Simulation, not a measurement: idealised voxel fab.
The name of this process module is voxel local oxidation.
In the cross-section labelled cut, the width is 165 nm and each square cell is 5 nm.
In this document a cross-section is written as a grid of square cells. It is given as a series of bands, listed from the top down, and a band is one or more rows of cells. Per band: top height and bottom height in nm, followed by the left-to-right materials and their widths in nm; "edge to edge" marks a single material spanning edge to edge, "empty" marks empty space. The reference from which all heights are counted is 0, the level beneath which the as-received wafer is entirely one material; the lowest band, having no lower bound, proceeds downward and is written after the example "top 0, no bottom". It should be noted that a width expressed as "30..40" varies in equal increments from row to row of cells within the band, taking the value of the first number at the top row and that of the second number at the bottom row. For the purposes of this document, the phrase "remained unchanged" attached to a step denotes that no cell within the cross-section was modified by that step. Any empty space of 8 cells or more lacking an open way to the top shows up in "Enclosed void inventory" as width x height at distance, distance from the left edge, in nm. Step line, after settings: the simulator's comment on this step. overlay nm: how far to the right of its planned place the mask lay on this masked step (negative: to the left).

Planned process steps
1,RECEIVE (material Si)
2,OXIDIZE (depth nm 5)
3,CONFORMAL_DEP (material SiN; thk nm 10)
4,PATTERN (tone cover; mask id ACTIVE; material resist; width nm 105; thk nm 15; overlay nm -15)
5,DIRECTIONAL_ETCH (etch materials SiN; depth nm 10)
6,STRIP (etch materials resist)
7,SELECTIVE_ETCH (etch materials SiO2; depth nm 5)
8,OXIDIZE (depth nm 15)
9,STRIP (etch materials SiN)
The wafers in this document start out alike and differ in the overlay nm applied at step 4; the plan shows the value used for the first wafer.

The first of several wafers as received, shown in cross-section; this is its state after step 1
* top 0, no bottom = Si edge to edge
* Enclosed void inventory: none

Quick key for the table: a row per wafer, taken at the end of the module. For each material it tells you how many cells the wafer gained (+) or lost (-) since it came in, and the closed voids come after
overlay nm -15; -93 Si; +79 SiO2; Enclosed void inventory: none
overlay nm -10; -93 Si; +79 SiO2; Enclosed void inventory: none
overlay nm -5; -93 Si; +79 SiO2; Enclosed void inventory: none
overlay nm 0; -93 Si; +79 SiO2; Enclosed void inventory: none
overlay nm 5; -93 Si; +79 SiO2; Enclosed void inventory: none
overlay nm 10; -93 Si; +79 SiO2; Enclosed void inventory: none
overlay nm 15; -93 Si; +79 SiO2; Enclosed void inventory: none
